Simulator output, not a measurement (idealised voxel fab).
voxel self aligned vias: a process module
Square cells of 5 nm make up the cross-section cut, whose width is 220 nm.
Think of the cross-section as a grid of square cells. We describe it in bands, top to bottom, and each band covers one or more rows of those cells. Band: top height; bottom height; in nm. Then, left to right: material with width in nm, for each material. "throughout": a single material spanning edge to edge. "air": empty space. Height 0 is the level under which the wafer as received is all one material. The lowest band goes on downwards, as in "z 0 and below". A width such as "30 to 40" changes by the same amount from each row of cells to the next, from the band's top row to its bottom row. Where a step carries "nothing different", the cross-section came out of it unchanged, cell for cell. "Sealed-off cavities": empty spaces of 8 cells or more with no open way to the top, each given as width x height at distance, distance from the left edge, all in nm. Formally, on a step line, whatever follows the settings is a remark that the simulator itself makes on the step. overlay nm: on a step with a mask, how far right of its planned place the mask lay; negative means left.

### Planned process steps
1) RECEIVE, material Si
2) CONFORMAL_DEP, material SiO2, thk nm 15
3) CONFORMAL_DEP, material SiCN, thk nm 5
4) DIRECTIONAL_DEP, material lowk, thk nm 30
5) MASKED_ETCH, tone open, mask id LINES, width nm 25, pitch nm 50, etch materials lowk, depth nm 30, overlay nm -15
6) CONFORMAL_DEP, material TiN, thk nm 5
7) FILL_DEP, material W, thk nm 5
8) CMP, height nm 50
9) SELECTIVE_ETCH, etch materials W Ru TiN, depth nm 5
10) FILL_DEP, material SiN, thk nm 10
11) CMP, height nm 50
12) DIRECTIONAL_DEP, material lowk, thk nm 20
13) PATTERN, tone open, mask id VIAS, material resist, width nm 35, pitch nm 50, thk nm 15, overlay nm 0
14) DIRECTIONAL_ETCH, etch materials lowk, depth nm 20
15) DIRECTIONAL_ETCH, etch materials SiN, depth nm 5
16) STRIP, etch materials resist
17) CONFORMAL_DEP, material TiN, thk nm 5
18) FILL_DEP, material Cu, thk nm 5
19) CMP, height nm 70
20) CONFORMAL_DEP, material SiN, thk nm 5
The plan shows the overlay nm of step 5 as the first wafer had it; this setting differs between the wafers, which start out alike.

### Cross-section of the first of several wafers on receipt, reflecting completion of step 1
	z 0 and below: Si throughout
	Sealed-off cavities: none

### Post step 20, the closing step of the module: first of several wafers, cross-sectioned
	z 75 to 70: SiN throughout
	z 70 to 55: lowk (40), TiN (5), Cu (25), TiN (5), lowk (15), TiN (5), Cu (25), TiN (5), lowk (15), TiN (5), Cu (25), TiN (5), lowk (45)
	z 55 to 50: lowk (40), TiN (5), Cu (5), TiN (25), lowk (15), TiN (5), Cu (5), TiN (25), lowk (15), TiN (5), Cu (5), TiN (25), lowk (45)
	z 50 to 45: lowk (30), SiN (10), TiN (15), lowk (25), SiN (10), TiN (15), lowk (25), SiN (10), TiN (15), lowk (65)
	z 45 to 25: lowk (30), TiN (5), W (15), TiN (5), lowk (25), TiN (5), W (15), TiN (5), lowk (25), TiN (5), W (15), TiN (5), lowk (65)
	z 25 to 20: lowk (30), TiN (25), lowk (25), TiN (25), lowk (25), TiN (25), lowk (65)
	z 20 to 15: SiCN throughout
	z 15 to 0: SiO2 throughout
	z 0 and below: Si throughout
	Sealed-off cavities: none

### Cross-section, last wafer, module completion
	z 75 to 70: SiN throughout
	z 70 to 55: lowk (40), TiN (5), Cu (25), TiN (5), lowk (15), TiN (5), Cu (25), TiN (5), lowk (15), TiN (5), Cu (25), TiN (5), lowk (45)
	z 55 to 50: lowk (40), TiN (25), Cu (5), TiN (5), lowk (15), TiN (25), Cu (5), TiN (5), lowk (15), TiN (25), Cu (5), TiN (5), lowk (45)
	z 50 to 45: lowk (60), TiN (15), SiN (10), lowk (25), TiN (15), SiN (10), lowk (25), TiN (15), SiN (10), lowk (35)
	z 45 to 25: lowk (60), TiN (5), W (15), TiN (5), lowk (25), TiN (5), W (15), TiN (5), lowk (25), TiN (5), W (15), TiN (5), lowk (35)
	z 25 to 20: lowk (60), TiN (25), lowk (25), TiN (25), lowk (25), TiN (25), lowk (35)
	z 20 to 15: SiCN throughout
	z 15 to 0: SiO2 throughout
	z 0 and below: Si throughout
	Sealed-off cavities: none

### Basically each wafer gets a line in the table, showing it at the end of the module: material by material, the cells it gained (+) or lost (-) since we got it, then its closed voids
overlay nm -15; +48 Cu; +44 SiCN; +50 SiN; +132 SiO2; +84 TiN; +36 W; +266 lowk; Sealed-off cavities: none
overlay nm -10; +51 Cu; +44 SiCN; +47 SiN; +132 SiO2; +84 TiN; +36 W; +266 lowk; Sealed-off cavities: none
overlay nm -5; +54 Cu; +44 SiCN; +44 SiN; +132 SiO2; +84 TiN; +36 W; +266 lowk; Sealed-off cavities: none
overlay nm 0; +54 Cu; +44 SiCN; +44 SiN; +132 SiO2; +84 TiN; +36 W; +266 lowk; Sealed-off cavities: none
overlay nm 5; +54 Cu; +44 SiCN; +44 SiN; +132 SiO2; +84 TiN; +36 W; +266 lowk; Sealed-off cavities: none
overlay nm 10; +51 Cu; +44 SiCN; +47 SiN; +132 SiO2; +84 TiN; +36 W; +266 lowk; Sealed-off cavities: none
overlay nm 15; +48 Cu; +44 SiCN; +50 SiN; +132 SiO2; +84 TiN; +36 W; +266 lowk; Sealed-off cavities: none
